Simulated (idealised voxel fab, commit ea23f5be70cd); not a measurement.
process module | voxel wiring stack
Each square cell in cross-section cut measures 5 nm, and the section as a whole is 210 nm wide.
Just so we're on the same page, the cross-sections are grids of square cells, and they're listed out in bands top to bottom, each band one or more rows deep.
Heights first: top, then bottom, in nm. Then materials, left to right, each with a width in nm. "all across" on a single material: fills the band edge to edge. "blank": empty space.
A quick word on heights: they are counted from 0, and under that level the wafer as it came to us is one material throughout. The lowest band is different from the rest in having no bottom; it simply continues downward, written as in "from 0 down".
So if you see something like "30 to 40" for the width, read it as the top row of the band sitting at the first number and the bottom row at the second, with every row in between moving by the same amount as the last.
"remains unaltered" -> step changed no cross-section cell.
"Voids, enclosed": empty spaces of 8 cells or more with no open way to the top, each given as width x height at distance, distance from the left edge, all in nm.
Where a step's line continues beyond its settings, the continuation is a remark by the simulator itself on that step.
A step line may carry the setting "overlay nm", which, for steps involving a mask, states the distance by which the mask lay to the right of its intended position; negative values denote displacement to the left.

## These are the steps we planned for the process
1. RECEIVE,material Si
2. CONFORMAL_DEP,material SiO2,thk nm 10
3. CONFORMAL_DEP,material SiN,thk nm 5
4. DIRECTIONAL_DEP,material lowk,thk nm 25
5. DIRECTIONAL_DEP,material aC,thk nm 15
6. PATTERN,tone open,mask id METAL_1,material resist,width nm 30,pitch nm 45,thk nm 30,overlay nm 0
7. DIRECTIONAL_ETCH,etch materials aC,depth nm 15
8. STRIP,etch materials resist
9. DIRECTIONAL_ETCH,etch materials lowk,depth nm 25
10. DIRECTIONAL_ETCH,etch materials SiN,depth nm 5
11. STRIP,etch materials aC
12. CONFORMAL_DEP,material TiN,thk nm 5
13. FILL_DEP,material Cu,thk nm 5
14. CMP,height nm 40
15. CONFORMAL_DEP,material SiCN,thk nm 5
16. DIRECTIONAL_DEP,material lowk,thk nm 35
17. DIRECTIONAL_DEP,material aC,thk nm 15
18. PATTERN,tone open,mask id METAL_2_HOLES,material resist,width nm 15,thk nm 35,overlay nm 0
19. DIRECTIONAL_ETCH,etch materials aC,depth nm 15
20. STRIP,etch materials resist
21. DIRECTIONAL_ETCH,etch materials lowk,depth nm 35
22. STRIP,etch materials aC
23. DIRECTIONAL_DEP,material aC,thk nm 15
24. PATTERN,tone open,mask id METAL_2,material resist,width nm 30,pitch nm 45,thk nm 30,overlay nm 0
25. DIRECTIONAL_ETCH,etch materials aC,depth nm 15
26. STRIP,etch materials resist
27. DIRECTIONAL_ETCH,etch materials lowk,depth nm 20
28. DIRECTIONAL_ETCH,etch materials SiCN,depth nm 5
29. STRIP,etch materials aC
30. CONFORMAL_DEP,material TiN,thk nm 5
31. FILL_DEP,material Cu,thk nm 5
32. CMP,height nm 80
33. CONFORMAL_DEP,material SiCN,thk nm 5
34. DIRECTIONAL_DEP,material SiO2,thk nm 15
35. MASKED_ETCH,tone open,mask id PLUG_2,width nm 15,etch materials SiO2,depth nm 15,overlay nm 0
36. MASKED_ETCH,tone open,mask id PLUG_2,width nm 15,etch materials SiCN,depth nm 5,overlay nm 0
37. EPI,material Ru,thk nm 10
38. EPI,material Ru,thk nm 10
39. CONFORMAL_DEP,material SiN,thk nm 5
40. DIRECTIONAL_DEP,material lowk,thk nm 20
41. PATTERN,tone open,mask id METAL_3,material resist,width nm 30,pitch nm 45,thk nm 20,overlay nm 0
42. DIRECTIONAL_ETCH,etch materials lowk,depth nm 20
43. DIRECTIONAL_ETCH,etch materials SiN,depth nm 5
44. STRIP,etch materials resist
45. CONFORMAL_DEP,material TiN,thk nm 5
46. FILL_DEP,material W,thk nm 5
47. CMP,height nm 125
48. CONFORMAL_DEP,material SiCN,thk nm 5

## Here's what the wafer looked like in cross-section when it arrived - that's after step 1
    from 0 down | Si all across
    Voids, enclosed: none

## The module was run from the start shown above using the plan shown above, but one mistake was made doing it; the resulting wafer cross-section is below
    from 130 to 125 | SiCN all across
    from 125 to 105 | lowk (65) / TiN (5) / W (20) / TiN (5) / lowk (15) / TiN (5) / W (20) / TiN (5) / lowk (70)
    from 105 to 100 | SiN (65) / TiN (30) / SiN (15) / TiN (30) / SiN (70)
    from 100 to 85 | SiO2 (65) / Ru (15) / SiO2 (130)
    from 85 to 80 | SiCN (65) / Ru (15) / SiCN (130)
    from 80 to 65 | lowk (65) / TiN (5) / Cu (20) / TiN (5) / lowk (15) / TiN (5) / Cu (20) / TiN (5) / lowk (70)
    from 65 to 60 | lowk (65) / TiN (5) / Cu (5) / TiN (20) / lowk (15) / TiN (30) / lowk (70)
    from 60 to 45 | lowk (65) / TiN (5) / Cu (5) / TiN (5) / lowk (130)
    from 45 to 40 | SiCN (65) / TiN (15) / SiCN (130)
    from 40 to 15 | lowk (65) / TiN (5) / SiCN (20) / TiN (5) / lowk (15) / TiN (5) / SiCN (20) / TiN (5) / lowk (70)
    from 15 to 10 | SiN (65) / TiN (30) / SiN (15) / TiN (30) / SiN (70)
    from 10 to 0 | SiO2 all across
    from 0 down | Si all across
    Voids, enclosed: none
Run error: it should be noted that step 13 was executed with settings other than those planned, the operation and settings actually applied being FILL_DEP,material SiCN,thk nm 5
